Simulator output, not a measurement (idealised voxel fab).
You're looking at the process module voxel local oxidation.
In the cross-section labelled cut, the width is 245 nm and each square cell is 5 nm.
Format of a cross-section: grid, square cells. Given as bands. Order: top down. Band: one or more rows of cells.
Band: top and bottom heights (nm) first, top before bottom; then materials from left to right, widths in nm. "all across" marks a sole material filling the band edge to edge. "empty" denotes empty space.
Where do heights start? At 0: under that level the wafer as delivered is made of one material only. And the lowest band has no floor; it just carries on downward, as in "0 down".
Read "30 to 40" as a graded width: first number on top, second number at the bottom, same change between each pair of neighbouring rows.
The designation "no modifications", where it is given for a processing step, indicates that no cell of the cross-section was altered in the course of that step.
"Sealed voids" lists enclosed empty spaces (at least 8 cells, no open path upward to the top), each as width x height at distance from the left edge, in nm.
Where a step's line continues beyond its settings, the continuation is a remark by the simulator itself on that step.
overlay nm: for a step with a mask, the amount by which the mask lay right of where it was planned; a negative amount means left of it.

List of planned process steps:
- 1: RECEIVE | material Si
- 2: OXIDIZE | depth nm 5
- 3: CONFORMAL_DEP | material SiN | thk nm 15
- 4: MASKED_ETCH | tone cover | mask id ACTIVE | width nm 125 | etch materials SiN | depth nm 15 | overlay nm 0
- 5: SELECTIVE_ETCH | etch materials SiO2 | depth nm 5
- 6: OXIDIZE | depth nm 10
- 7: STRIP | etch materials SiN

So this is the incoming wafer in cross-section - it's already been through step 1:
0 down  Si all across
Sealed voids: none

First of two wafers at the end of the module, shown in cross-section; run carried out as planned:
0 to -5  empty: 65, SiO2: 115, empty: 65
-5 to -15  SiO2: 75, Si: 95, SiO2: 75
-15 down  Si all across
Sealed voids: none

Cross-section, wafer two of two, end of module: same start and plan as wafer one, one error in execution:
10 to -5  SiO2 all across
-5 down  Si all across
Sealed voids: none
Short version of what went wrong: step 3 off recipe, ran as CONFORMAL_DEP | material SiO2 | thk nm 15
at the end the second wafer has, in cells: +60 Si | +64 SiO2
